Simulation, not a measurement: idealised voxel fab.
This is a process module. Its name is voxel wiring stack.
The width of the displayed cross-section, cut, is 240 nm; its cells are square, with a size of 5 nm.
For the purposes of this document, a cross-section shall be understood as a grid of square cells, specified as bands listed in top-to-bottom order, each band consisting of one or more rows of cells. Band entry format. Leading values: height of top, height of bottom, nm. Remainder: materials in left-to-right order, each with its width in nm. Special words: "all across" on a single material, which then fills the band edge to edge; "empty", empty space. Heights are expressed relative to 0, this being the level below which the as-received wafer comprises one material exclusively. The lowest band is unbounded in the downward direction and is denoted as in "0 nm and below". A two-number width, for instance "30 to 40", indicates that the width is equal to the first number in the top row of the band and to the second number in the bottom row, and that it changes by a constant amount per row of cells. Where the words "same as before" appear for a step, the cross-section shows no cell changed by that step; every cell remained as before. You'll see "Voids lacking openings" listing empty spaces that have no way open to the top, as long as they're 8 cells or more; the notation is width x height at distance, where the distance is from the left edge, and all of it is in nm. What comes after the settings on a step's line is commentary from the simulator itself on that step. overlay nm: mask offset rightward from planned place, masked step; negative means leftward offset.

[Listed below are the process steps as planned]
1. RECEIVE [material Si]
2. CONFORMAL_DEP [material SiO2] [thk nm 10]
3. DIRECTIONAL_DEP [material TiN] [thk nm 5]
4. DIRECTIONAL_DEP [material Ru] [thk nm 25]
5. MASKED_ETCH [tone cover] [mask id METAL_1] [width nm 20] [pitch nm 50] [etch materials Ru] [depth nm 25] [overlay nm 0]
6. MASKED_ETCH [tone cover] [mask id METAL_1] [width nm 20] [pitch nm 50] [etch materials TiN] [depth nm 5] [overlay nm 0]
7. CONFORMAL_DEP [material SiCN] [thk nm 5]
8. FILL_DEP [material lowk] [thk nm 10]
9. CMP [height nm 40]
10. CONFORMAL_DEP [material SiCN] [thk nm 5]
11. DIRECTIONAL_DEP [material lowk] [thk nm 15]
12. DIRECTIONAL_DEP [material aC] [thk nm 15]
13. PATTERN [tone open] [mask id PLUG_1] [material resist] [width nm 15] [pitch nm 50] [thk nm 30] [overlay nm 0]
14. DIRECTIONAL_ETCH [etch materials aC] [depth nm 15]
15. STRIP [etch materials resist]
16. DIRECTIONAL_ETCH [etch materials lowk] [depth nm 15]
17. DIRECTIONAL_ETCH [etch materials SiCN] [depth nm 5]
18. STRIP [etch materials aC]
19. EPI [material Ru] [thk nm 10]
20. EPI [material Ru] [thk nm 10]
21. CONFORMAL_DEP [material SiN] [thk nm 5]
22. DIRECTIONAL_DEP [material SiO2] [thk nm 25]
23. PATTERN [tone open] [mask id METAL_2] [material resist] [width nm 20] [pitch nm 50] [thk nm 15] [overlay nm 0]
24. DIRECTIONAL_ETCH [etch materials SiO2] [depth nm 25]
25. DIRECTIONAL_ETCH [etch materials SiN] [depth nm 5]
26. STRIP [etch materials resist]
27. CONFORMAL_DEP [material TiN] [thk nm 5]
28. FILL_DEP [material Ru] [thk nm 10]
29. CMP [height nm 90]
30. CONFORMAL_DEP [material SiCN] [thk nm 5]
31. DIRECTIONAL_DEP [material lowk] [thk nm 30]
32. MASKED_ETCH [tone open] [mask id METAL_3] [width nm 20] [pitch nm 50] [etch materials lowk] [depth nm 15] [overlay nm 0]
33. PATTERN [tone open] [mask id METAL_3_HOLES] [material resist] [width nm 15] [pitch nm 100] [thk nm 20] [overlay nm 0]
34. DIRECTIONAL_ETCH [etch materials lowk] [depth nm 15]
35. DIRECTIONAL_ETCH [etch materials SiCN] [depth nm 5]
36. STRIP [etch materials resist]
37. CONFORMAL_DEP [material TiN] [thk nm 5]
38. FILL_DEP [material Ru] [thk nm 10]
39. CMP [height nm 125]
40. CONFORMAL_DEP [material SiCN] [thk nm 5]
41. DIRECTIONAL_DEP [material SiO2] [thk nm 30]
42. DIRECTIONAL_DEP [material aC] [thk nm 10]
43. PATTERN [tone open] [mask id METAL_4] [material resist] [width nm 20] [pitch nm 50] [thk nm 30] [overlay nm 0]
44. DIRECTIONAL_ETCH [etch materials aC] [depth nm 10]
45. STRIP [etch materials resist]
46. DIRECTIONAL_ETCH [etch materials SiO2] [depth nm 15]
47. STRIP [etch materials aC]
48. MASKED_ETCH [tone open] [mask id METAL_4_HOLES] [width nm 15] [pitch nm 100] [etch materials SiO2] [depth nm 15] [overlay nm 0]
49. MASKED_ETCH [tone open] [mask id METAL_4_HOLES] [width nm 15] [pitch nm 100] [etch materials SiCN] [depth nm 5] [overlay nm 0]
50. CONFORMAL_DEP [material TiN] [thk nm 5]
51. FILL_DEP [material Cu] [thk nm 5]
52. CMP [height nm 160]
53. CONFORMAL_DEP [material SiCN] [thk nm 5]

[Wafer at receipt (post step 1), cross-section]
* 0 nm and below: Si all across
* Voids lacking openings: none

[Cross-sectional view of the first of the two wafers upon completion of the module, processed in accordance with the plan]
* 165 nm to 160 nm: SiCN all across
* 160 nm to 150 nm: SiO2 (60) / TiN (5) / Cu (10) / TiN (5) / SiO2 (30) / TiN (5) / Cu (10) / TiN (5) / SiO2 (30) / TiN (5) / Cu (10) / TiN (5) / SiO2 (60)
* 150 nm to 145 nm: SiO2 (60) / TiN (5) / Cu (5) / TiN (10) / SiO2 (30) / TiN (20) / SiO2 (30) / TiN (5) / Cu (5) / TiN (10) / SiO2 (60)
* 145 nm to 130 nm: SiO2 (60) / TiN (5) / Cu (5) / TiN (5) / SiO2 (85) / TiN (5) / Cu (5) / TiN (5) / SiO2 (65)
* 130 nm to 125 nm: SiCN (60) / TiN (15) / SiCN (85) / TiN (15) / SiCN (65)
* 125 nm to 115 nm: lowk (60) / TiN (5) / Ru (10) / TiN (5) / lowk (30) / TiN (5) / Ru (10) / TiN (5) / lowk (30) / TiN (5) / Ru (10) / TiN (5) / lowk (60)
* 115 nm to 110 nm: lowk (60) / TiN (5) / Ru (5) / TiN (10) / lowk (30) / TiN (20) / lowk (30) / TiN (5) / Ru (5) / TiN (10) / lowk (60)
* 110 nm to 95 nm: lowk (60) / TiN (5) / Ru (5) / TiN (5) / lowk (85) / TiN (5) / Ru (5) / TiN (5) / lowk (65)
* 95 nm to 90 nm: SiCN (60) / TiN (15) / SiCN (85) / TiN (15) / SiCN (65)
* 90 nm to 65 nm: SiO2 (60) / TiN (5) / Ru (10) / TiN (5) / SiO2 (30) / TiN (5) / Ru (10) / TiN (5) / SiO2 (30) / TiN (5) / Ru (10) / TiN (5) / SiO2 (60)
* 65 nm to 60 nm: SiN (60) / TiN (20) / SiN (30) / TiN (20) / SiN (30) / TiN (20) / SiN (60)
* 60 nm to 45 nm: lowk (60) / Ru (15) / lowk (35) / Ru (15) / lowk (35) / Ru (15) / lowk (65)
* 45 nm to 40 nm: SiCN (60) / Ru (15) / SiCN (35) / Ru (15) / SiCN (35) / Ru (15) / SiCN (65)
* 40 nm to 15 nm: lowk (55) / SiCN (5) / Ru (20) / SiCN (5) / lowk (20) / SiCN (5) / Ru (20) / SiCN (5) / lowk (20) / SiCN (5) / Ru (20) / SiCN (5) / lowk (55)
* 15 nm to 10 nm: SiCN (60) / TiN (20) / SiCN (30) / TiN (20) / SiCN (30) / TiN (20) / SiCN (60)
* 10 nm to 0 nm: SiO2 all across
* 0 nm and below: Si all across
* Voids lacking openings: none

[second wafer at the end: like start, like plan, one mistake]
* 165 nm to 160 nm: SiCN all across
* 160 nm to 145 nm: SiO2 (60) / TiN (5) / Cu (10) / TiN (5) / SiO2 (30) / TiN (5) / Cu (10) / TiN (5) / SiO2 (30) / TiN (5) / Cu (10) / TiN (5) / SiO2 (60)
* 145 nm to 140 nm: SiO2 (60) / TiN (5) / Cu (5) / TiN (10) / SiO2 (30) / TiN (20) / SiO2 (30) / TiN (5) / Cu (5) / TiN (10) / SiO2 (60)
* 140 nm to 130 nm: SiO2 (60) / TiN (5) / Cu (5) / TiN (5) / SiO2 (85) / TiN (5) / Cu (5) / TiN (5) / SiO2 (65)
* 130 nm to 125 nm: SiCN (60) / TiN (15) / SiCN (85) / TiN (15) / SiCN (65)
* 125 nm to 115 nm: lowk (60) / TiN (5) / Ru (10) / TiN (5) / lowk (30) / TiN (5) / Ru (10) / TiN (5) / lowk (30) / TiN (5) / Ru (10) / TiN (5) / lowk (60)
* 115 nm to 110 nm: lowk (60) / TiN (5) / Ru (5) / TiN (10) / lowk (30) / TiN (20) / lowk (30) / TiN (5) / Ru (5) / TiN (10) / lowk (60)
* 110 nm to 95 nm: lowk (60) / TiN (5) / Ru (5) / TiN (5) / lowk (85) / TiN (5) / Ru (5) / TiN (5) / lowk (65)
* 95 nm to 90 nm: SiCN (60) / TiN (15) / SiCN (85) / TiN (15) / SiCN (65)
* 90 nm to 65 nm: SiO2 (60) / TiN (5) / Ru (10) / TiN (5) / SiO2 (30) / TiN (5) / Ru (10) / TiN (5) / SiO2 (30) / TiN (5) / Ru (10) / TiN (5) / SiO2 (60)
* 65 nm to 60 nm: SiN (60) / TiN (20) / SiN (30) / TiN (20) / SiN (30) / TiN (20) / SiN (60)
* 60 nm to 45 nm: lowk (60) / Ru (15) / lowk (35) / Ru (15) / lowk (35) / Ru (15) / lowk (65)
* 45 nm to 40 nm: SiCN (60) / Ru (15) / SiCN (35) / Ru (15) / SiCN (35) / Ru (15) / SiCN (65)
* 40 nm to 15 nm: lowk (55) / SiCN (5) / Ru (20) / SiCN (5) / lowk (20) / SiCN (5) / Ru (20) / SiCN (5) / lowk (20) / SiCN (5) / Ru (20) / SiCN (5) / lowk (55)
* 15 nm to 10 nm: SiCN (60) / TiN (20) / SiCN (30) / TiN (20) / SiCN (30) / TiN (20) / SiCN (60)
* 10 nm to 0 nm: SiO2 all across
* 0 nm and below: Si all across
* Voids lacking openings: none
Finding, execution versus plan: off-plan run, step 46, actual operation and settings DIRECTIONAL_ETCH [etch materials SiO2] [depth nm 20]
At the finish, the second wafer shows more or fewer cells for some materials than the first does: 4 more of Cu | 6 fewer of SiO2 | 2 more of TiN
